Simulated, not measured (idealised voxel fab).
The name of this process module is voxel wiring stack.
Displayed cross-section: cut, width of 160 nm, square cells sized 5 nm.
A cross-section in this document is a grid of square cells, and it is written down as bands, the top band listed before the ones below it; a band is made up of one or more rows of cells.
It is stipulated that each band's entry specify, in nanometres, the height of the top of the band and then that of its bottom, followed by the materials of the band in left-to-right sequence, each together with its width in nanometres. A single material marked by the word "throughout" is understood to fill the band from edge to edge; the word "empty" is understood to denote empty space.
The level at which height equals 0 is the one under which the wafer, as it arrives, is entirely one material. No lower edge exists for the bottom band, which continues downward and is notated as in "0..down".
Graded width ("30->40"): value in top row of band = first number; value in bottom row = second number; row-to-row change constant.
"nothing different" for a step: no cell of the cross-section changed in that step.
Listed in "Completely enclosed voids": every empty space of 8 or more cells without an open way to the top. Form: width x height at distance, the distance being from the left edge, all in nm.
Read whatever lies past the settings on a step's line as the simulator's own remark about the step.
overlay nm: right-of-plan distance of the mask on a masked step; negative values mean left-of-plan.
**The process steps that were planned are listed below**
1 op RECEIVE | material Si
2 op CONFORMAL_DEP | material SiO2 | thk nm 10
3 op CONFORMAL_DEP | material SiN | thk nm 5
4 op DIRECTIONAL_DEP | material SiO2 | thk nm 20
5 op DIRECTIONAL_DEP | material aC | thk nm 15
6 op PATTERN | tone open | mask id METAL_1 | material resist | width nm 25 | pitch nm 45 | thk nm 30 | overlay nm 0
7 op DIRECTIONAL_ETCH | etch materials aC | depth nm 15
8 op STRIP | etch materials resist
9 op DIRECTIONAL_ETCH | etch materials SiO2 | depth nm 20
10 op DIRECTIONAL_ETCH | etch materials SiN | depth nm 5
11 op STRIP | etch materials aC
12 op CONFORMAL_DEP | material TiN | thk nm 5
13 op FILL_DEP | material Ru | thk nm 5
14 op CMP | height nm 35
15 op CONFORMAL_DEP | material SiCN | thk nm 5
16 op DIRECTIONAL_DEP | material lowk | thk nm 20
17 op DIRECTIONAL_DEP | material aC | thk nm 10
18 op PATTERN | tone open | mask id PLUG_1 | material resist | width nm 15 | thk nm 30 | overlay nm 0
19 op DIRECTIONAL_ETCH | etch materials aC | depth nm 10
20 op STRIP | etch materials resist
21 op DIRECTIONAL_ETCH | etch materials lowk | depth nm 20
22 op DIRECTIONAL_ETCH | etch materials SiCN | depth nm 5
23 op STRIP | etch materials aC
24 op EPI | material Ru | thk nm 10
25 op EPI | material Ru | thk nm 10
26 op EPI | material Ru | thk nm 5
27 op DIRECTIONAL_DEP | material TiN | thk nm 5
28 op DIRECTIONAL_DEP | material Ru | thk nm 20
29 op MASKED_ETCH | tone cover | mask id METAL_2 | width nm 25 | pitch nm 45 | etch materials Ru | depth nm 20 | overlay nm 0
30 op MASKED_ETCH | tone cover | mask id METAL_2 | width nm 25 | pitch nm 45 | etch materials TiN | depth nm 5 | overlay nm 0
31 op FILL_DEP | material SiO2 | thk nm 10
32 op CMP | height nm 85
33 op CONFORMAL_DEP | material SiCN | thk nm 5
34 op DIRECTIONAL_DEP | material lowk | thk nm 35
35 op DIRECTIONAL_DEP | material aC | thk nm 15
36 op PATTERN | tone open | mask id METAL_3_HOLES | material resist | width nm 15 | thk nm 35 | overlay nm 0
37 op DIRECTIONAL_ETCH | etch materials aC | depth nm 15
38 op STRIP | etch materials resist
39 op DIRECTIONAL_ETCH | etch materials lowk | depth nm 35
40 op STRIP | etch materials aC
41 op PATTERN | tone open | mask id METAL_3 | material resist | width nm 25 | pitch nm 45 | thk nm 20 | overlay nm 0
42 op DIRECTIONAL_ETCH | etch materials lowk | depth nm 20
43 op DIRECTIONAL_ETCH | etch materials SiCN | depth nm 5
44 op STRIP | etch materials resist
45 op CONFORMAL_DEP | material TiN | thk nm 5
46 op FILL_DEP | material Cu | thk nm 10
47 op CMP | height nm 125
48 op CONFORMAL_DEP | material SiCN | thk nm 5
**As received (post step 1): cross-section**
0..down | Si throughout
Completely enclosed voids: none
**Wafer at module end, in section. Began as above, planned as above, run with one mistake**
130..125 | SiCN throughout
125..110 | 45 of lowk / 5 of TiN / 15 of Cu / 5 of TiN / 20 of lowk / 5 of TiN / 15 of Cu / 5 of TiN / 45 of lowk
110..105 | 45 of lowk / 5 of TiN / 5 of Cu / 15 of TiN / 20 of lowk / 25 of TiN / 45 of lowk
105..90 | 45 of lowk / 5 of TiN / 5 of Cu / 5 of TiN / 100 of lowk
90..85 | 45 of SiCN / 15 of TiN / 100 of SiCN
85..80 | 45 of SiO2 / 20 of Ru / 95 of SiO2
80..65 | 45 of SiO2 / 25 of Ru / 20 of SiO2 / 25 of Ru / 45 of SiO2
65..60 | 45 of SiO2 / 20 of TiN / 5 of Ru / 20 of SiO2 / 25 of Ru / 45 of SiO2
60..55 | 40 of SiO2 / 25 of Ru / 5 of TiN / 20 of SiO2 / 25 of TiN / 45 of SiO2
55..40 | 45 of lowk / 15 of Ru / 100 of lowk
40..35 | 45 of SiCN / 15 of Ru / 100 of SiCN
35..15 | 45 of SiO2 / 5 of TiN / 15 of Ru / 5 of TiN / 20 of SiO2 / 5 of TiN / 15 of Ru / 5 of TiN / 45 of SiO2
15..10 | 45 of SiN / 25 of TiN / 20 of SiN / 25 of TiN / 45 of SiN
10..0 | SiO2 throughout
0..down | Si throughout
Completely enclosed voids: none
What was the processing mistake? rather than as planned, step 16 actually ran as op DIRECTIONAL_DEP | material lowk | thk nm 15
